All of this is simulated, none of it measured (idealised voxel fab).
The following process module bears the name voxel trench capacitor.
For reference, the cross-section in this document is cut, with width 200 nm and square cells of 5 nm.
Heads up, the way a cross-section reads in here is a grid of square cells, handed over as bands from the top down, with every band being one or more rows of cells. Top, bottom (nm), then materials left to right with widths (nm); lone material tagged "everywhere" fills the whole band edge to edge; "air" = empty space. We count height from 0. Below that, the starting wafer is all one material. The lowest band never ends at the bottom but goes on down; see "z 0 and below" for how that is written. Width spec "30..40" -> top row of cells at first value, bottom row at second value, equal per-row change in between. What does "nothing different" mean for a step? It means no cell of the cross-section changed in that step. If an empty space has no open way to the top and is at least 8 cells in size, "Enclosed void list" lists it, written width x height at distance, where distance is measured from the left edge and every value is in nm. Heads up: the bit after the settings on a step's line is the simulator's remark on that step. overlay nm: for a step with a mask, the amount by which the mask lay right of where it was planned; a negative amount means left of it.
[Planned process steps]
1) RECEIVE | material Si
2) CONFORMAL_DEP | material SiN | thk nm 5
3) DIRECTIONAL_DEP | material aC | thk nm 10
4) PATTERN | tone open | mask id TRENCH | material resist | width nm 25 | pitch nm 55 | thk nm 30 | overlay nm 0
5) DIRECTIONAL_ETCH | etch materials aC | depth nm 10
6) STRIP | etch materials resist
7) DIRECTIONAL_ETCH | etch materials SiN | depth nm 5
8) DIRECTIONAL_ETCH | etch materials Si | depth nm 35
9) STRIP | etch materials aC
10) CONFORMAL_DEP | material Al2O3 | thk nm 5
11) FILL_DEP | material polySi | thk nm 5
12) CMP | height nm 5
[Incoming wafer, cross-sectional view, post step 1]
	z 0 and below = Si everywhere
	Enclosed void list: none
[Wafer cross-section at end of module: start and plan as shown above, one execution error]
	z 5 to 0 = 60 of SiN  5 of Al2O3  15 of polySi  5 of Al2O3  30 of SiN  5 of Al2O3  15 of polySi  5 of Al2O3  60 of SiN
	z 0 to -65 = 60 of Si  5 of Al2O3  15 of polySi  5 of Al2O3  30 of Si  5 of Al2O3  15 of polySi  5 of Al2O3  60 of Si
	z -65 to -70 = 60 of Si  25 of Al2O3  30 of Si  25 of Al2O3  60 of Si
	z -70 and below = Si everywhere
	Enclosed void list: none
Nonconformance to the process plan: execution of plan step 8 occurred twice
